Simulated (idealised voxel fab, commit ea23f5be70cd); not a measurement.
The following process module bears the name voxel double patterning.
Section cut is 145 nm wide and gridded with 5 nm square cells.
How to read a cross-section here: the picture is a grid of square cells, written as bands going from the top down, and any band can span one or more rows of cells. It is stipulated that each band's entry specify, in nanometres, the height of the top of the band and then that of its bottom, followed by the materials of the band in left-to-right sequence, each together with its width in nanometres. A single material marked by the word "throughout" is understood to fill the band from edge to edge; the word "blank" is understood to denote empty space. The reference from which all heights are counted is 0, the level beneath which the as-received wafer is entirely one material; the lowest band, having no lower bound, proceeds downward and is written after the example "z 0 and below". The width entry "30->40" should be interpreted row by row: the top row of cells in the band takes the first number, the bottom row takes the second number, and the change between adjacent rows is uniform throughout. The designation "identical to before", where it is given for a processing step, indicates that no cell of the cross-section was altered in the course of that step. "Voids, enclosed" enumerates empty spaces isolated from the top, with no open way to it, that contain at least 8 cells, giving each as width x height at distance from the left edge, all three in nm. That trailing text on a step's line, after the settings, is the simulator's own remark on the step. overlay nm: where the mask lay relative to plan, measured to the right, on steps with a mask; negatives go left.
The planned process steps are enumerated hereunder:
1,RECEIVE,material Si
2,CONFORMAL_DEP,material SiO2,thk nm 10
3,DIRECTIONAL_DEP,material W,thk nm 15
4,DIRECTIONAL_DEP,material SiN,thk nm 5
5,DIRECTIONAL_DEP,material aC,thk nm 15
6,PATTERN,tone open,mask id FIRST,material resist,width nm 15,pitch nm 50,thk nm 30,overlay nm 0
7,DIRECTIONAL_ETCH,etch materials aC,depth nm 15
8,STRIP,etch materials resist
9,DIRECTIONAL_ETCH,etch materials SiN,depth nm 5
10,STRIP,etch materials aC
11,DIRECTIONAL_DEP,material aC,thk nm 15
12,PATTERN,tone open,mask id SECOND,material resist,width nm 15,thk nm 30,overlay nm 0
13,DIRECTIONAL_ETCH,etch materials aC,depth nm 15
14,STRIP,etch materials resist
15,DIRECTIONAL_ETCH,etch materials SiN,depth nm 5
16,STRIP,etch materials aC
17,DIRECTIONAL_ETCH,etch materials W,depth nm 15
18,STRIP,etch materials SiN
First of the two wafers, run per plan:
Wafer at receipt (post step 1), cross-section:
- z 0 and below  Si throughout
- Voids, enclosed: none
After step 2:
- z 10 to 0  SiO2 throughout
- Under 0: no change, same as before.
After step 3:
- z 25 to 10  W throughout
- Under 10: no change, same as before.
After step 4:
- z 30 to 25  SiN throughout
- Under 25: no change, same as before.
After step 5:
- z 45 to 30  aC throughout
- Under 30: no change, same as before.
After step 6:
- z 75 to 45  resist 40 | blank 15 | resist 35 | blank 15 | resist 40
- Under 45: no change, same as before.
After step 7:
- z 60 to 45  resist 40 | blank 15 | resist 35 | blank 15 | resist 40
- z 45 to 30  aC 40 | blank 15 | aC 35 | blank 15 | aC 40
- Under 30: no change, same as before.
After step 8:
- z 45 to 30  aC 40 | blank 15 | aC 35 | blank 15 | aC 40
- Under 30: no change, same as before.
After step 9:
- z 45 to 30  aC 40 | blank 15 | aC 35 | blank 15 | aC 40
- z 30 to 25  SiN 40 | blank 15 | SiN 35 | blank 15 | SiN 40
- Under 25: no change, same as before.
After step 10:
- z 30 to 25  SiN 40 | blank 15 | SiN 35 | blank 15 | SiN 40
- Under 25: no change, same as before.
After step 11:
- z 45 to 40  aC 40 | blank 15 | aC 35 | blank 15 | aC 40
- z 40 to 30  aC throughout
- z 30 to 25  SiN 40 | aC 15 | SiN 35 | aC 15 | SiN 40
- Under 25: no change, same as before.
After step 12:
- z 75 to 45  resist 65 | blank 15 | resist 65
- z 45 to 40  aC 40 | resist 15 | aC 35 | resist 15 | aC 40
- Under 40: no change, same as before.
After step 13:
- z 60 to 45  resist 65 | blank 15 | resist 65
- z 45 to 40  aC 40 | resist 15 | aC 10 | blank 15 | aC 10 | resist 15 | aC 40
- z 40 to 30  aC 65 | blank 15 | aC 65
- Under 30: no change, same as before.
After step 14:
- z 45 to 40  aC 40 | blank 15 | aC 10 | blank 15 | aC 10 | blank 15 | aC 40
- Under 40: no change, same as before.
After step 15:
- z 45 to 40  aC 40 | blank 15 | aC 10 | blank 15 | aC 10 | blank 15 | aC 40
- z 40 to 30  aC 65 | blank 15 | aC 65
- z 30 to 25  SiN 40 | aC 15 | SiN 10 | blank 15 | SiN 10 | aC 15 | SiN 40
- Under 25: no change, same as before.
After step 16:
- z 30 to 25  SiN 40 | blank 15 | SiN 10 | blank 15 | SiN 10 | blank 15 | SiN 40
- Under 25: no change, same as before.
After step 17:
- z 30 to 25  SiN 40 | blank 15 | SiN 10 | blank 15 | SiN 10 | blank 15 | SiN 40
- z 25 to 10  W 40 | blank 15 | W 10 | blank 15 | W 10 | blank 15 | W 40
- Under 10: no change, same as before.
After step 18:
- z 25 to 10  W 40 | blank 15 | W 10 | blank 15 | W 10 | blank 15 | W 40
- Under 10: no change, same as before.
Wafer two of two - same starting point, same process plan, one mistake in execution; matches wafer one up to and including step 1:
The second wafer cut through, at the time step 2 was supposed to be finished: identical to before
The second wafer cut through, at the time step 3 was supposed to be finished:
- z 15 to 0  W throughout
- Under 0: no change, same as before.
The second wafer cut through, at the time step 4 was supposed to be finished:
- z 20 to 15  SiN throughout
- Under 15: no change, same as before.
The second wafer cut through, at the time step 5 was supposed to be finished:
- z 35 to 20  aC throughout
- Under 20: no change, same as before.
The second wafer cut through, at the time step 6 was supposed to be finished:
- z 65 to 35  resist 40 | blank 15 | resist 35 | blank 15 | resist 40
- Under 35: no change, same as before.
The second wafer cut through, at the time step 7 was supposed to be finished:
- z 50 to 35  resist 40 | blank 15 | resist 35 | blank 15 | resist 40
- z 35 to 20  aC 40 | blank 15 | aC 35 | blank 15 | aC 40
- Under 20: no change, same as before.
The second wafer cut through, at the time step 8 was supposed to be finished:
- z 35 to 20  aC 40 | blank 15 | aC 35 | blank 15 | aC 40
- Under 20: no change, same as before.
The second wafer cut through, at the time step 9 was supposed to be finished:
- z 35 to 20  aC 40 | blank 15 | aC 35 | blank 15 | aC 40
- z 20 to 15  SiN 40 | blank 15 | SiN 35 | blank 15 | SiN 40
- Under 15: no change, same as before.
The second wafer cut through, at the time step 10 was supposed to be finished:
- z 20 to 15  SiN 40 | blank 15 | SiN 35 | blank 15 | SiN 40
- Under 15: no change, same as before.
The second wafer cut through, at the time step 11 was supposed to be finished:
- z 35 to 30  aC 40 | blank 15 | aC 35 | blank 15 | aC 40
- z 30 to 20  aC throughout
- z 20 to 15  SiN 40 | aC 15 | SiN 35 | aC 15 | SiN 40
- Under 15: no change, same as before.
The second wafer cut through, at the time step 12 was supposed to be finished:
- z 65 to 35  resist 65 | blank 15 | resist 65
- z 35 to 30  aC 40 | resist 15 | aC 35 | resist 15 | aC 40
- Under 30: no change, same as before.
The second wafer cut through, at the time step 13 was supposed to be finished:
- z 50 to 35  resist 65 | blank 15 | resist 65
- z 35 to 30  aC 40 | resist 15 | aC 10 | blank 15 | aC 10 | resist 15 | aC 40
- z 30 to 20  aC 65 | blank 15 | aC 65
- Under 20: no change, same as before.
The second wafer cut through, at the time step 14 was supposed to be finished:
- z 35 to 30  aC 40 | blank 15 | aC 10 | blank 15 | aC 10 | blank 15 | aC 40
- Under 30: no change, same as before.
The second wafer cut through, at the time step 15 was supposed to be finished:
- z 35 to 30  aC 40 | blank 15 | aC 10 | blank 15 | aC 10 | blank 15 | aC 40
- z 30 to 20  aC 65 | blank 15 | aC 65
- z 20 to 15  SiN 40 | aC 15 | SiN 10 | blank 15 | SiN 10 | aC 15 | SiN 40
- Under 15: no change, same as before.
The second wafer cut through, at the time step 16 was supposed to be finished:
- z 20 to 15  SiN 40 | blank 15 | SiN 10 | blank 15 | SiN 10 | blank 15 | SiN 40
- Under 15: no change, same as before.
The second wafer cut through, at the time step 17 was supposed to be finished:
- z 20 to 15  SiN 40 | blank 15 | SiN 10 | blank 15 | SiN 10 | blank 15 | SiN 40
- z 15 to 0  W 40 | blank 15 | W 10 | blank 15 | W 10 | blank 15 | W 40
- Under 0: no change, same as before.
The second wafer cut through, at the time step 18 was supposed to be finished:
- z 15 to 0  W 40 | blank 15 | W 10 | blank 15 | W 10 | blank 15 | W 40
- Under 0: no change, same as before.
What was the processing mistake? with respect to the plan, step 2 was omitted and not executed
Once processing is complete, comparing cell counts shows that the second wafer has more or fewer of certain materials than the first: SiO2: 58 fewer
